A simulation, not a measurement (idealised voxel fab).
Name of the process module below: voxel trench capacitor
The width of the displayed cross-section, cut, is 295 nm; its cells are square, with a size of 5 nm.
We lay out every cross-section as a grid of square cells and spell it out in bands from the top down, where one band means one or more rows of cells. Per band: top height and bottom height in nm, followed by the left-to-right materials and their widths in nm; "everywhere" marks a single material spanning edge to edge, "air" marks empty space. Beneath 0, the wafer as received is one material, and that level is where height counting begins. The lowest band goes on downward without a bottom; it is written like "0 and below". The notation "30..40" denotes a width that varies across the rows of cells in the band, beginning at the first number in the top row, finishing at the second number in the bottom row, and changing by an identical amount from each row to the next. No cell of the cross-section changed in a step that is given as "nothing got changed". "Enclosed void listing" - sealed voids, min. 8 cells, no opening to top; format: width x height at distance (distance from left edge; nm throughout). Whatever follows a step's settings on its line is a remark the simulator itself makes about that step. A step line may carry the setting "overlay nm", which, for steps involving a mask, states the distance by which the mask lay to the right of its intended position; negative values denote displacement to the left.
### The steps planned for the process are as follows
- 1: op RECEIVE | material Si
- 2: op CONFORMAL_DEP | material SiN | thk nm 5
- 3: op MASKED_ETCH | tone open | mask id TRENCH | width nm 15 | pitch nm 50 | etch materials SiN | depth nm 5 | overlay nm 0
- 4: op MASKED_ETCH | tone open | mask id TRENCH | width nm 20 | pitch nm 50 | etch materials Si | depth nm 30 | overlay nm 0
- 5: op CONFORMAL_DEP | material SiO2 | thk nm 5
- 6: op FILL_DEP | material polySi | thk nm 10
- 7: op CMP | height nm 5
All wafers enter the flow in the same state. The width nm at step 3 differs from wafer to wafer, and the plan gives the value for the first wafer.
### The first of several wafers, as received after step 1, seen in section
> 0 and below = Si everywhere
> Enclosed void listing: none
### End of the module, past its last step, step 7: how the first of several wafers looks in cross-section
> 5 down to 0 = SiN 90 | SiO2 5 | polySi 5 | SiO2 5 | SiN 35 | SiO2 5 | polySi 5 | SiO2 5 | SiN 35 | SiO2 5 | polySi 5 | SiO2 5 | SiN 90
> 0 down to -25 = Si 90 | SiO2 5 | polySi 5 | SiO2 5 | Si 35 | SiO2 5 | polySi 5 | SiO2 5 | Si 35 | SiO2 5 | polySi 5 | SiO2 5 | Si 90
> -25 down to -30 = Si 90 | SiO2 15 | Si 35 | SiO2 15 | Si 35 | SiO2 15 | Si 90
> -30 and below = Si everywhere
> Enclosed void listing: none
### Cross-sectional view of the final wafer of several at the module's end
> 5 down to 0 = SiN 80 | SiO2 10 | polySi 10 | SiO2 15 | SiN 15 | SiO2 10 | polySi 10 | SiO2 15 | SiN 15 | SiO2 10 | polySi 10 | SiO2 15 | SiN 80
> 0 down to -25 = Si 85 | SiO2 5 | polySi 10 | SiO2 5 | Si 30 | SiO2 5 | polySi 10 | SiO2 5 | Si 30 | SiO2 5 | polySi 10 | SiO2 5 | Si 90
> -25 down to -30 = Si 85 | SiO2 20 | Si 30 | SiO2 20 | Si 30 | SiO2 20 | Si 90
> -30 and below = Si everywhere
> Enclosed void listing: none
### Wafer rows, end of module: cells per material gained (+) or lost (-) since receipt; closed voids last
width nm 15 | -54 Si | +50 SiN | +45 SiO2 | +18 polySi | Enclosed void listing: none
width nm 20 | -72 Si | +47 SiN | +48 SiO2 | +36 polySi | Enclosed void listing: none
width nm 25 | -72 Si | +44 SiN | +51 SiO2 | +36 polySi | Enclosed void listing: none
width nm 30 | -72 Si | +41 SiN | +54 SiO2 | +36 polySi | Enclosed void listing: none
width nm 35 | -72 Si | +38 SiN | +57 SiO2 | +36 polySi | Enclosed void listing: none
